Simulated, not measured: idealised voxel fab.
Title: Process Module voxel wiring stack
Square cell edge 5 nm, section width 260 nm, ID cut.
A cross-section is a grid of square cells, given in bands from the top down. A band is one or more rows of cells. Read a band's entry like this: the first values are the height of its top and the height of its bottom in nm, and what follows is the sequence of materials from left to right, each with its width in nm. Note that "empty" is empty space, and that a single material marked "everywhere" reaches across the band from edge to edge. Height datum 0, below which the as-received substrate wafer is one material. Lowest band open at the bottom, running downward: "0 and below". A two-number width, for instance "30 to 40", indicates that the width is equal to the first number in the top row of the band and to the second number in the bottom row, and that it changes by a constant amount per row of cells. When a step is marked "everything unchanged", none of the cells in the cross-section changed during that step. "Enclosed internal cavities" means: voids of 8 cells or more that are shut off from the top with no open way through. Written width x height at distance, distance from the left edge, in nm. Past the settings on a step's line: simulator remark, on that step. On any step carrying a mask, the "overlay nm" setting, if present on the step's line, tells how far right of its planned place the mask lay; negative values point to the left.

## Intended process steps
1,RECEIVE, material Si
2,CONFORMAL_DEP, material SiO2, thk nm 15
3,DIRECTIONAL_DEP, material TiN, thk nm 5
4,DIRECTIONAL_DEP, material Ru, thk nm 25
5,PATTERN, tone cover, mask id METAL_1, material resist, width nm 30, pitch nm 45, thk nm 15, overlay nm 0
6,DIRECTIONAL_ETCH, etch materials Ru, depth nm 25
7,DIRECTIONAL_ETCH, etch materials TiN, depth nm 5
8,STRIP, etch materials resist
9,CONFORMAL_DEP, material SiCN, thk nm 5
10,FILL_DEP, material SiO2, thk nm 5
11,CMP, height nm 45
12,CONFORMAL_DEP, material SiCN, thk nm 5
13,DIRECTIONAL_DEP, material lowk, thk nm 20
14,MASKED_ETCH, tone open, mask id PLUG_1, width nm 15, pitch nm 90, etch materials lowk, depth nm 20, overlay nm 0
15,MASKED_ETCH, tone open, mask id PLUG_1, width nm 15, pitch nm 90, etch materials SiCN, depth nm 5, overlay nm 0
16,EPI, material Ru, thk nm 10
17,EPI, material Ru, thk nm 10
18,EPI, material Ru, thk nm 5
19,CONFORMAL_DEP, material SiN, thk nm 5
20,DIRECTIONAL_DEP, material SiO2, thk nm 25
21,DIRECTIONAL_DEP, material aC, thk nm 15
22,PATTERN, tone open, mask id METAL_2, material resist, width nm 30, pitch nm 45, thk nm 35, overlay nm 0
23,DIRECTIONAL_ETCH, etch materials aC, depth nm 15
24,STRIP, etch materials resist
25,DIRECTIONAL_ETCH, etch materials SiO2, depth nm 25
26,DIRECTIONAL_ETCH, etch materials SiN, depth nm 5
27,STRIP, etch materials aC
28,CONFORMAL_DEP, material TiN, thk nm 5
29,FILL_DEP, material Ru, thk nm 10
30,CMP, height nm 100
31,EPI, material Ru, thk nm 5
32,FILL_DEP, material SiCN, thk nm 5
33,DIRECTIONAL_DEP, material lowk, thk nm 25
34,PATTERN, tone open, mask id METAL_3, material resist, width nm 30, pitch nm 45, thk nm 20, overlay nm 0
35,DIRECTIONAL_ETCH, etch materials lowk, depth nm 15
36,STRIP, etch materials resist
37,DIRECTIONAL_DEP, material aC, thk nm 15
38,PATTERN, tone open, mask id METAL_3_HOLES, material resist, width nm 15, pitch nm 45, thk nm 30, overlay nm 0
39,DIRECTIONAL_ETCH, etch materials aC, depth nm 15
40,STRIP, etch materials resist
41,DIRECTIONAL_ETCH, etch materials lowk, depth nm 10
42,DIRECTIONAL_ETCH, etch materials SiCN, depth nm 5
43,STRIP, etch materials aC
44,CONFORMAL_DEP, material TiN, thk nm 5
45,FILL_DEP, material Cu, thk nm 5
46,CMP, height nm 135
47,CONFORMAL_DEP, material SiN, thk nm 5

## First of two wafers: run as planned

## Step 1 complete: cross-section of the wafer as received
* 0 and below: Si everywhere
* Enclosed internal cavities: none

## So this is the wafer cross-section right after step 2
* 15 down to 0: SiO2 everywhere
* Below 0, no change.

## So this is the wafer cross-section right after step 3
* 20 down to 15: TiN everywhere
* Below 15, no change.

## So this is the wafer cross-section right after step 4
* 45 down to 20: Ru everywhere
* Below 20, no change.

## So this is the wafer cross-section right after step 5
* 60 down to 45: 70 empty; 30 resist; 15 empty; 30 resist; 15 empty; 30 resist; 70 empty
* Below 45, no change.

## So this is the wafer cross-section right after step 6
* 60 down to 45: 70 empty; 30 resist; 15 empty; 30 resist; 15 empty; 30 resist; 70 empty
* 45 down to 20: 70 empty; 30 Ru; 15 empty; 30 Ru; 15 empty; 30 Ru; 70 empty
* Below 20, no change.

## So this is the wafer cross-section right after step 7
* 60 down to 45: 70 empty; 30 resist; 15 empty; 30 resist; 15 empty; 30 resist; 70 empty
* 45 down to 20: 70 empty; 30 Ru; 15 empty; 30 Ru; 15 empty; 30 Ru; 70 empty
* 20 down to 15: 70 empty; 30 TiN; 15 empty; 30 TiN; 15 empty; 30 TiN; 70 empty
* Below 15, no change.

## So this is the wafer cross-section right after step 8
* 45 down to 20: 70 empty; 30 Ru; 15 empty; 30 Ru; 15 empty; 30 Ru; 70 empty
* Below 20, no change.

## So this is the wafer cross-section right after step 9
* 50 down to 45: 65 empty; 40 SiCN; 5 empty; 40 SiCN; 5 empty; 40 SiCN; 65 empty
* 45 down to 20: 65 empty; 5 SiCN; 30 Ru; 5 SiCN; 5 empty; 5 SiCN; 30 Ru; 5 SiCN; 5 empty; 5 SiCN; 30 Ru; 5 SiCN; 65 empty
* 20 down to 15: 70 SiCN; 30 TiN; 15 SiCN; 30 TiN; 15 SiCN; 30 TiN; 70 SiCN
* Below 15, no change.

## So this is the wafer cross-section right after step 10
* 55 down to 50: SiO2 everywhere
* 50 down to 45: 65 SiO2; 40 SiCN; 5 SiO2; 40 SiCN; 5 SiO2; 40 SiCN; 65 SiO2
* 45 down to 20: 65 SiO2; 5 SiCN; 30 Ru; 5 SiCN; 5 SiO2; 5 SiCN; 30 Ru; 5 SiCN; 5 SiO2; 5 SiCN; 30 Ru; 5 SiCN; 65 SiO2
* Below 20, no change.

## So this is the wafer cross-section right after step 11
* 45 down to 20: 65 SiO2; 5 SiCN; 30 Ru; 5 SiCN; 5 SiO2; 5 SiCN; 30 Ru; 5 SiCN; 5 SiO2; 5 SiCN; 30 Ru; 5 SiCN; 65 SiO2
* Below 20, no change.

## So this is the wafer cross-section right after step 12
* 50 down to 45: SiCN everywhere
* Below 45, no change.

## So this is the wafer cross-section right after step 13
* 70 down to 50: lowk everywhere
* Below 50, no change.

## So this is the wafer cross-section right after step 14
* 70 down to 50: 70 lowk; 15 empty; 75 lowk; 15 empty; 85 lowk
* Below 50, no change.

## So this is the wafer cross-section right after step 15
* 70 down to 50: 70 lowk; 15 empty; 75 lowk; 15 empty; 85 lowk
* 50 down to 45: 70 SiCN; 15 empty; 75 SiCN; 15 empty; 85 SiCN
* Below 45, no change.

## So this is the wafer cross-section right after step 16
* 70 down to 55: 70 lowk; 15 empty; 75 lowk; 15 empty; 85 lowk
* 55 down to 50: 70 lowk; 15 Ru; 75 lowk; 15 Ru; 85 lowk
* 50 down to 45: 70 SiCN; 15 Ru; 75 SiCN; 15 Ru; 85 SiCN
* Below 45, no change.

## So this is the wafer cross-section right after step 17
* 70 down to 65: 70 lowk; 15 empty; 75 lowk; 15 empty; 85 lowk
* 65 down to 50: 70 lowk; 15 Ru; 75 lowk; 15 Ru; 85 lowk
* Below 50, no change.

## So this is the wafer cross-section right after step 18
* 70 down to 50: 70 lowk; 15 Ru; 75 lowk; 15 Ru; 85 lowk
* Below 50, no change.

## So this is the wafer cross-section right after step 19
* 75 down to 70: SiN everywhere
* Below 70, no change.

## So this is the wafer cross-section right after step 20
* 100 down to 75: SiO2 everywhere
* Below 75, no change.

## So this is the wafer cross-section right after step 21
* 115 down to 100: aC everywhere
* Below 100, no change.

## So this is the wafer cross-section right after step 22
* 150 down to 115: 70 resist; 30 empty; 15 resist; 30 empty; 15 resist; 30 empty; 70 resist
* Below 115, no change.

## So this is the wafer cross-section right after step 23
* 135 down to 115: 70 resist; 30 empty; 15 resist; 30 empty; 15 resist; 30 empty; 70 resist
* 115 down to 100: 70 aC; 30 empty; 15 aC; 30 empty; 15 aC; 30 empty; 70 aC
* Below 100, no change.

## So this is the wafer cross-section right after step 24
* 115 down to 100: 70 aC; 30 empty; 15 aC; 30 empty; 15 aC; 30 empty; 70 aC
* Below 100, no change.

## So this is the wafer cross-section right after step 25
* 115 down to 100: 70 aC; 30 empty; 15 aC; 30 empty; 15 aC; 30 empty; 70 aC
* 100 down to 75: 70 SiO2; 30 empty; 15 SiO2; 30 empty; 15 SiO2; 30 empty; 70 SiO2
* Below 75, no change.

## So this is the wafer cross-section right after step 26
* 115 down to 100: 70 aC; 30 empty; 15 aC; 30 empty; 15 aC; 30 empty; 70 aC
* 100 down to 75: 70 SiO2; 30 empty; 15 SiO2; 30 empty; 15 SiO2; 30 empty; 70 SiO2
* 75 down to 70: 70 SiN; 30 empty; 15 SiN; 30 empty; 15 SiN; 30 empty; 70 SiN
* Below 70, no change.

## So this is the wafer cross-section right after step 27
* 100 down to 75: 70 SiO2; 30 empty; 15 SiO2; 30 empty; 15 SiO2; 30 empty; 70 SiO2
* Below 75, no change.

## So this is the wafer cross-section right after step 28
* 105 down to 100: 75 TiN; 20 empty; 25 TiN; 20 empty; 25 TiN; 20 empty; 75 TiN
* 100 down to 75: 70 SiO2; 5 TiN; 20 empty; 5 TiN; 15 SiO2; 5 TiN; 20 empty; 5 TiN; 15 SiO2; 5 TiN; 20 empty; 5 TiN; 70 SiO2
* 75 down to 70: 70 SiN; 30 TiN; 15 SiN; 30 TiN; 15 SiN; 30 TiN; 70 SiN
* Below 70, no change.

## So this is the wafer cross-section right after step 29
* 115 down to 105: Ru everywhere
* 105 down to 100: 75 TiN; 20 Ru; 25 TiN; 20 Ru; 25 TiN; 20 Ru; 75 TiN
* 100 down to 75: 70 SiO2; 5 TiN; 20 Ru; 5 TiN; 15 SiO2; 5 TiN; 20 Ru; 5 TiN; 15 SiO2; 5 TiN; 20 Ru; 5 TiN; 70 SiO2
* Below 75, no change.

## So this is the wafer cross-section right after step 30
* 100 down to 75: 70 SiO2; 5 TiN; 20 Ru; 5 TiN; 15 SiO2; 5 TiN; 20 Ru; 5 TiN; 15 SiO2; 5 TiN; 20 Ru; 5 TiN; 70 SiO2
* Below 75, no change.

## So this is the wafer cross-section right after step 31
* 105 down to 100: 65 empty; 40 Ru; 5 empty; 40 Ru; 5 empty; 40 Ru; 65 empty
* Below 100, no change.

## So this is the wafer cross-section right after step 32
* 110 down to 105: SiCN everywhere
* 105 down to 100: 65 SiCN; 40 Ru; 5 SiCN; 40 Ru; 5 SiCN; 40 Ru; 65 SiCN
* Below 100, no change.

## So this is the wafer cross-section right after step 33
* 135 down to 110: lowk everywhere
* Below 110, no change.

## So this is the wafer cross-section right after step 34
* 155 down to 135: 70 resist; 30 empty; 15 resist; 30 empty; 15 resist; 30 empty; 70 resist
* Below 135, no change.

## So this is the wafer cross-section right after step 35
* 155 down to 135: 70 resist; 30 empty; 15 resist; 30 empty; 15 resist; 30 empty; 70 resist
* 135 down to 120: 70 lowk; 30 empty; 15 lowk; 30 empty; 15 lowk; 30 empty; 70 lowk
* Below 120, no change.

## So this is the wafer cross-section right after step 36
* 135 down to 120: 70 lowk; 30 empty; 15 lowk; 30 empty; 15 lowk; 30 empty; 70 lowk
* Below 120, no change.

## So this is the wafer cross-section right after step 37
* 150 down to 135: 70 aC; 30 empty; 15 aC; 30 empty; 15 aC; 30 empty; 70 aC
* 135 down to 120: 70 lowk; 30 aC; 15 lowk; 30 aC; 15 lowk; 30 aC; 70 lowk
* Below 120, no change.

## So this is the wafer cross-section right after step 38
* 180 down to 150: 70 resist; 15 empty; 30 resist; 15 empty; 30 resist; 15 empty; 85 resist
* 150 down to 135: 70 aC; 15 empty; 15 resist; 15 aC; 15 empty; 15 resist; 15 aC; 15 empty; 15 resist; 70 aC
* Below 135, no change.

## So this is the wafer cross-section right after step 39
* 165 down to 150: 70 resist; 15 empty; 30 resist; 15 empty; 30 resist; 15 empty; 85 resist
* 150 down to 135: 70 aC; 15 empty; 15 resist; 15 aC; 15 empty; 15 resist; 15 aC; 15 empty; 15 resist; 70 aC
* 135 down to 120: 70 lowk; 15 empty; 15 aC; 15 lowk; 15 empty; 15 aC; 15 lowk; 15 empty; 15 aC; 70 lowk
* Below 120, no change.

## So this is the wafer cross-section right after step 40
* 150 down to 135: 70 aC; 30 empty; 15 aC; 30 empty; 15 aC; 30 empty; 70 aC
* Below 135, no change.

## So this is the wafer cross-section right after step 41
* 150 down to 135: 70 aC; 30 empty; 15 aC; 30 empty; 15 aC; 30 empty; 70 aC
* 135 down to 120: 70 lowk; 15 empty; 15 aC; 15 lowk; 15 empty; 15 aC; 15 lowk; 15 empty; 15 aC; 70 lowk
* 120 down to 110: 70 lowk; 15 empty; 30 lowk; 15 empty; 30 lowk; 15 empty; 85 lowk
* Below 110, no change.

## So this is the wafer cross-section right after step 42
* 150 down to 135: 70 aC; 30 empty; 15 aC; 30 empty; 15 aC; 30 empty; 70 aC
* 135 down to 120: 70 lowk; 15 empty; 15 aC; 15 lowk; 15 empty; 15 aC; 15 lowk; 15 empty; 15 aC; 70 lowk
* 120 down to 110: 70 lowk; 15 empty; 30 lowk; 15 empty; 30 lowk; 15 empty; 85 lowk
* 110 down to 105: 70 SiCN; 15 empty; 30 SiCN; 15 empty; 30 SiCN; 15 empty; 85 SiCN
* Below 105, no change.

## So this is the wafer cross-section right after step 43
* 135 down to 120: 70 lowk; 30 empty; 15 lowk; 30 empty; 15 lowk; 30 empty; 70 lowk
* Below 120, no change.

## So this is the wafer cross-section right after step 44
* 140 down to 135: 75 TiN; 20 empty; 25 TiN; 20 empty; 25 TiN; 20 empty; 75 TiN
* 135 down to 125: 70 lowk; 5 TiN; 20 empty; 5 TiN; 15 lowk; 5 TiN; 20 empty; 5 TiN; 15 lowk; 5 TiN; 20 empty; 5 TiN; 70 lowk
* 125 down to 120: 70 lowk; 5 TiN; 5 empty; 20 TiN; 15 lowk; 5 TiN; 5 empty; 20 TiN; 15 lowk; 5 TiN; 5 empty; 20 TiN; 70 lowk
* 120 down to 110: 70 lowk; 5 TiN; 5 empty; 5 TiN; 30 lowk; 5 TiN; 5 empty; 5 TiN; 30 lowk; 5 TiN; 5 empty; 5 TiN; 85 lowk
* 110 down to 105: 70 SiCN; 15 TiN; 30 SiCN; 15 TiN; 30 SiCN; 15 TiN; 85 SiCN
* Below 105, no change.

## So this is the wafer cross-section right after step 45
* 145 down to 140: Cu everywhere
* 140 down to 135: 75 TiN; 20 Cu; 25 TiN; 20 Cu; 25 TiN; 20 Cu; 75 TiN
* 135 down to 125: 70 lowk; 5 TiN; 20 Cu; 5 TiN; 15 lowk; 5 TiN; 20 Cu; 5 TiN; 15 lowk; 5 TiN; 20 Cu; 5 TiN; 70 lowk
* 125 down to 120: 70 lowk; 5 TiN; 5 Cu; 20 TiN; 15 lowk; 5 TiN; 5 Cu; 20 TiN; 15 lowk; 5 TiN; 5 Cu; 20 TiN; 70 lowk
* 120 down to 110: 70 lowk; 5 TiN; 5 Cu; 5 TiN; 30 lowk; 5 TiN; 5 Cu; 5 TiN; 30 lowk; 5 TiN; 5 Cu; 5 TiN; 85 lowk
* Below 110, no change.

## So this is the wafer cross-section right after step 46
* 135 down to 125: 70 lowk; 5 TiN; 20 Cu; 5 TiN; 15 lowk; 5 TiN; 20 Cu; 5 TiN; 15 lowk; 5 TiN; 20 Cu; 5 TiN; 70 lowk
* Below 125, no change.

## So this is the wafer cross-section right after step 47
* 140 down to 135: SiN everywhere
* Below 135, no change.

## The second wafer began exactly as the first did and followed the same plan, but one mistake was made while running it; through step 2 inclusive, the two wafers are identical

The second wafer in cross-section, at the planned close of step 3: everything unchanged

## The second wafer in cross-section, at the planned close of step 4
* 40 down to 15: Ru everywhere
* Below 15, no change.

## The second wafer in cross-section, at the planned close of step 5
* 55 down to 40: 70 empty; 30 resist; 15 empty; 30 resist; 15 empty; 30 resist; 70 empty
* Below 40, no change.

## The second wafer in cross-section, at the planned close of step 6
* 55 down to 40: 70 empty; 30 resist; 15 empty; 30 resist; 15 empty; 30 resist; 70 empty
* 40 down to 15: 70 empty; 30 Ru; 15 empty; 30 Ru; 15 empty; 30 Ru; 70 empty
* Below 15, no change.

The second wafer in cross-section, at the planned close of step 7: everything unchanged

## The second wafer in cross-section, at the planned close of step 8
* 40 down to 15: 70 empty; 30 Ru; 15 empty; 30 Ru; 15 empty; 30 Ru; 70 empty
* Below 15, no change.

## The second wafer in cross-section, at the planned close of step 9
* 45 down to 40: 65 empty; 40 SiCN; 5 empty; 40 SiCN; 5 empty; 40 SiCN; 65 empty
* 40 down to 20: 65 empty; 5 SiCN; 30 Ru; 5 SiCN; 5 empty; 5 SiCN; 30 Ru; 5 SiCN; 5 empty; 5 SiCN; 30 Ru; 5 SiCN; 65 empty
* 20 down to 15: 70 SiCN; 30 Ru; 15 SiCN; 30 Ru; 15 SiCN; 30 Ru; 70 SiCN
* Below 15, no change.

## The second wafer in cross-section, at the planned close of step 10
* 50 down to 45: SiO2 everywhere
* 45 down to 40: 65 SiO2; 40 SiCN; 5 SiO2; 40 SiCN; 5 SiO2; 40 SiCN; 65 SiO2
* 40 down to 20: 65 SiO2; 5 SiCN; 30 Ru; 5 SiCN; 5 SiO2; 5 SiCN; 30 Ru; 5 SiCN; 5 SiO2; 5 SiCN; 30 Ru; 5 SiCN; 65 SiO2
* Below 20, no change.

## The second wafer in cross-section, at the planned close of step 11
* 45 down to 40: 65 SiO2; 40 SiCN; 5 SiO2; 40 SiCN; 5 SiO2; 40 SiCN; 65 SiO2
* Below 40, no change.

## The second wafer in cross-section, at the planned close of step 12
* 50 down to 45: SiCN everywhere
* Below 45, no change.

## The second wafer in cross-section, at the planned close of step 13
* 70 down to 50: lowk everywhere
* Below 50, no change.

## The second wafer in cross-section, at the planned close of step 14
* 70 down to 50: 70 lowk; 15 empty; 75 lowk; 15 empty; 85 lowk
* Below 50, no change.

## The second wafer in cross-section, at the planned close of step 15
* 70 down to 50: 70 lowk; 15 empty; 75 lowk; 15 empty; 85 lowk
* 50 down to 45: 70 SiCN; 15 empty; 75 SiCN; 15 empty; 85 SiCN
* Below 45, no change.

The second wafer in cross-section, at the planned close of step 16: everything unchanged

The second wafer in cross-section, at the planned close of step 17: everything unchanged

The second wafer in cross-section, at the planned close of step 18: everything unchanged

## The second wafer in cross-section, at the planned close of step 19
* 75 down to 70: 75 SiN; 5 empty; 85 SiN; 5 empty; 90 SiN
* 70 down to 50: 70 lowk; 5 SiN; 5 empty; 5 SiN; 75 lowk; 5 SiN; 5 empty; 5 SiN; 85 lowk
* 50 down to 45: 70 SiCN; 15 SiN; 75 SiCN; 15 SiN; 85 SiCN
* Below 45, no change.

## The second wafer in cross-section, at the planned close of step 20
* 100 down to 75: 75 SiO2; 5 empty; 85 SiO2; 5 empty; 90 SiO2
* 75 down to 70: 75 SiN; 5 SiO2; 85 SiN; 5 SiO2; 90 SiN
* 70 down to 50: 70 lowk; 5 SiN; 5 SiO2; 5 SiN; 75 lowk; 5 SiN; 5 SiO2; 5 SiN; 85 lowk
* Below 50, no change.

## The second wafer in cross-section, at the planned close of step 21
* 115 down to 100: 75 aC; 5 empty; 85 aC; 5 empty; 90 aC
* 100 down to 90: 75 SiO2; 5 empty; 85 SiO2; 5 empty; 90 SiO2
* 90 down to 75: 75 SiO2; 5 aC; 85 SiO2; 5 aC; 90 SiO2
* Below 75, no change.

## The second wafer in cross-section, at the planned close of step 22
* 150 down to 115: 70 resist; 30 empty; 15 resist; 30 empty; 15 resist; 30 empty; 70 resist
* Below 115, no change.

## The second wafer in cross-section, at the planned close of step 23
* 135 down to 115: 70 resist; 30 empty; 15 resist; 30 empty; 15 resist; 30 empty; 70 resist
* 115 down to 100: 70 aC; 30 empty; 15 aC; 30 empty; 15 aC; 30 empty; 70 aC
* 100 down to 75: 75 SiO2; 5 empty; 85 SiO2; 5 empty; 90 SiO2
* Below 75, no change.

## The second wafer in cross-section, at the planned close of step 24
* 115 down to 100: 70 aC; 30 empty; 15 aC; 30 empty; 15 aC; 30 empty; 70 aC
* Below 100, no change.

## The second wafer in cross-section, at the planned close of step 25
* 115 down to 100: 70 aC; 30 empty; 15 aC; 30 empty; 15 aC; 30 empty; 70 aC
* 100 down to 75: 70 SiO2; 30 empty; 15 SiO2; 30 empty; 15 SiO2; 30 empty; 70 SiO2
* 75 down to 70: 75 SiN; 5 empty; 85 SiN; 5 empty; 90 SiN
* 70 down to 50: 70 lowk; 5 SiN; 5 empty; 5 SiN; 75 lowk; 5 SiN; 5 empty; 5 SiN; 85 lowk
* Below 50, no change.

## The second wafer in cross-section, at the planned close of step 26
* 115 down to 100: 70 aC; 30 empty; 15 aC; 30 empty; 15 aC; 30 empty; 70 aC
* 100 down to 75: 70 SiO2; 30 empty; 15 SiO2; 30 empty; 15 SiO2; 30 empty; 70 SiO2
* 75 down to 70: 70 SiN; 30 empty; 15 SiN; 30 empty; 15 SiN; 30 empty; 70 SiN
* 70 down to 50: 70 lowk; 5 SiN; 5 empty; 5 SiN; 75 lowk; 5 SiN; 5 empty; 5 SiN; 85 lowk
* 50 down to 45: 70 SiCN; 5 SiN; 5 empty; 5 SiN; 75 SiCN; 5 SiN; 5 empty; 5 SiN; 85 SiCN
* Below 45, no change.

## The second wafer in cross-section, at the planned close of step 27
* 100 down to 75: 70 SiO2; 30 empty; 15 SiO2; 30 empty; 15 SiO2; 30 empty; 70 SiO2
* Below 75, no change.

## The second wafer in cross-section, at the planned close of step 28
* 105 down to 100: 75 TiN; 20 empty; 25 TiN; 20 empty; 25 TiN; 20 empty; 75 TiN
* 100 down to 75: 70 SiO2; 5 TiN; 20 empty; 5 TiN; 15 SiO2; 5 TiN; 20 empty; 5 TiN; 15 SiO2; 5 TiN; 20 empty; 5 TiN; 70 SiO2
* 75 down to 70: 70 SiN; 30 TiN; 15 SiN; 30 TiN; 15 SiN; 30 TiN; 70 SiN
* 70 down to 50: 70 lowk; 5 SiN; 5 TiN; 5 SiN; 75 lowk; 5 SiN; 5 TiN; 5 SiN; 85 lowk
* 50 down to 45: 70 SiCN; 5 SiN; 5 TiN; 5 SiN; 75 SiCN; 5 SiN; 5 TiN; 5 SiN; 85 SiCN
* Below 45, no change.

## The second wafer in cross-section, at the planned close of step 29
* 115 down to 105: Ru everywhere
* 105 down to 100: 75 TiN; 20 Ru; 25 TiN; 20 Ru; 25 TiN; 20 Ru; 75 TiN
* 100 down to 75: 70 SiO2; 5 TiN; 20 Ru; 5 TiN; 15 SiO2; 5 TiN; 20 Ru; 5 TiN; 15 SiO2; 5 TiN; 20 Ru; 5 TiN; 70 SiO2
* Below 75, no change.

## The second wafer in cross-section, at the planned close of step 30
* 100 down to 75: 70 SiO2; 5 TiN; 20 Ru; 5 TiN; 15 SiO2; 5 TiN; 20 Ru; 5 TiN; 15 SiO2; 5 TiN; 20 Ru; 5 TiN; 70 SiO2
* Below 75, no change.

## The second wafer in cross-section, at the planned close of step 31
* 105 down to 100: 65 empty; 40 Ru; 5 empty; 40 Ru; 5 empty; 40 Ru; 65 empty
* Below 100, no change.

## The second wafer in cross-section, at the planned close of step 32
* 110 down to 105: SiCN everywhere
* 105 down to 100: 65 SiCN; 40 Ru; 5 SiCN; 40 Ru; 5 SiCN; 40 Ru; 65 SiCN
* Below 100, no change.

## The second wafer in cross-section, at the planned close of step 33
* 135 down to 110: lowk everywhere
* Below 110, no change.

## The second wafer in cross-section, at the planned close of step 34
* 155 down to 135: 70 resist; 30 empty; 15 resist; 30 empty; 15 resist; 30 empty; 70 resist
* Below 135, no change.

## The second wafer in cross-section, at the planned close of step 35
* 155 down to 135: 70 resist; 30 empty; 15 resist; 30 empty; 15 resist; 30 empty; 70 resist
* 135 down to 120: 70 lowk; 30 empty; 15 lowk; 30 empty; 15 lowk; 30 empty; 70 lowk
* Below 120, no change.

## The second wafer in cross-section, at the planned close of step 36
* 135 down to 120: 70 lowk; 30 empty; 15 lowk; 30 empty; 15 lowk; 30 empty; 70 lowk
* Below 120, no change.

## The second wafer in cross-section, at the planned close of step 37
* 150 down to 135: 70 aC; 30 empty; 15 aC; 30 empty; 15 aC; 30 empty; 70 aC
* 135 down to 120: 70 lowk; 30 aC; 15 lowk; 30 aC; 15 lowk; 30 aC; 70 lowk
* Below 120, no change.

## The second wafer in cross-section, at the planned close of step 38
* 180 down to 150: 70 resist; 15 empty; 30 resist; 15 empty; 30 resist; 15 empty; 85 resist
* 150 down to 135: 70 aC; 15 empty; 15 resist; 15 aC; 15 empty; 15 resist; 15 aC; 15 empty; 15 resist; 70 aC
* Below 135, no change.

## The second wafer in cross-section, at the planned close of step 39
* 165 down to 150: 70 resist; 15 empty; 30 resist; 15 empty; 30 resist; 15 empty; 85 resist
* 150 down to 135: 70 aC; 15 empty; 15 resist; 15 aC; 15 empty; 15 resist; 15 aC; 15 empty; 15 resist; 70 aC
* 135 down to 120: 70 lowk; 15 empty; 15 aC; 15 lowk; 15 empty; 15 aC; 15 lowk; 15 empty; 15 aC; 70 lowk
* Below 120, no change.

## The second wafer in cross-section, at the planned close of step 40
* 150 down to 135: 70 aC; 30 empty; 15 aC; 30 empty; 15 aC; 30 empty; 70 aC
* Below 135, no change.

## The second wafer in cross-section, at the planned close of step 41
* 150 down to 135: 70 aC; 30 empty; 15 aC; 30 empty; 15 aC; 30 empty; 70 aC
* 135 down to 120: 70 lowk; 15 empty; 15 aC; 15 lowk; 15 empty; 15 aC; 15 lowk; 15 empty; 15 aC; 70 lowk
* 120 down to 110: 70 lowk; 15 empty; 30 lowk; 15 empty; 30 lowk; 15 empty; 85 lowk
* Below 110, no change.

## The second wafer in cross-section, at the planned close of step 42
* 150 down to 135: 70 aC; 30 empty; 15 aC; 30 empty; 15 aC; 30 empty; 70 aC
* 135 down to 120: 70 lowk; 15 empty; 15 aC; 15 lowk; 15 empty; 15 aC; 15 lowk; 15 empty; 15 aC; 70 lowk
* 120 down to 110: 70 lowk; 15 empty; 30 lowk; 15 empty; 30 lowk; 15 empty; 85 lowk
* 110 down to 105: 70 SiCN; 15 empty; 30 SiCN; 15 empty; 30 SiCN; 15 empty; 85 SiCN
* Below 105, no change.

## The second wafer in cross-section, at the planned close of step 43
* 135 down to 120: 70 lowk; 30 empty; 15 lowk; 30 empty; 15 lowk; 30 empty; 70 lowk
* Below 120, no change.

## The second wafer in cross-section, at the planned close of step 44
* 140 down to 135: 75 TiN; 20 empty; 25 TiN; 20 empty; 25 TiN; 20 empty; 75 TiN
* 135 down to 125: 70 lowk; 5 TiN; 20 empty; 5 TiN; 15 lowk; 5 TiN; 20 empty; 5 TiN; 15 lowk; 5 TiN; 20 empty; 5 TiN; 70 lowk
* 125 down to 120: 70 lowk; 5 TiN; 5 empty; 20 TiN; 15 lowk; 5 TiN; 5 empty; 20 TiN; 15 lowk; 5 TiN; 5 empty; 20 TiN; 70 lowk
* 120 down to 110: 70 lowk; 5 TiN; 5 empty; 5 TiN; 30 lowk; 5 TiN; 5 empty; 5 TiN; 30 lowk; 5 TiN; 5 empty; 5 TiN; 85 lowk
* 110 down to 105: 70 SiCN; 15 TiN; 30 SiCN; 15 TiN; 30 SiCN; 15 TiN; 85 SiCN
* Below 105, no change.

## The second wafer in cross-section, at the planned close of step 45
* 145 down to 140: Cu everywhere
* 140 down to 135: 75 TiN; 20 Cu; 25 TiN; 20 Cu; 25 TiN; 20 Cu; 75 TiN
* 135 down to 125: 70 lowk; 5 TiN; 20 Cu; 5 TiN; 15 lowk; 5 TiN; 20 Cu; 5 TiN; 15 lowk; 5 TiN; 20 Cu; 5 TiN; 70 lowk
* 125 down to 120: 70 lowk; 5 TiN; 5 Cu; 20 TiN; 15 lowk; 5 TiN; 5 Cu; 20 TiN; 15 lowk; 5 TiN; 5 Cu; 20 TiN; 70 lowk
* 120 down to 110: 70 lowk; 5 TiN; 5 Cu; 5 TiN; 30 lowk; 5 TiN; 5 Cu; 5 TiN; 30 lowk; 5 TiN; 5 Cu; 5 TiN; 85 lowk
* Below 110, no change.

## The second wafer in cross-section, at the planned close of step 46
* 135 down to 125: 70 lowk; 5 TiN; 20 Cu; 5 TiN; 15 lowk; 5 TiN; 20 Cu; 5 TiN; 15 lowk; 5 TiN; 20 Cu; 5 TiN; 70 lowk
* Below 125, no change.

## The second wafer in cross-section, at the planned close of step 47
* 140 down to 135: SiN everywhere
* Below 135, no change.
Run error: skipped: plan step 3 (never run)
Final comparison by cell count, materials where the second wafer has more or fewer than the first: Ru: 30 fewer; SiCN: 18 more; SiN: 20 more; TiN: 8 fewer
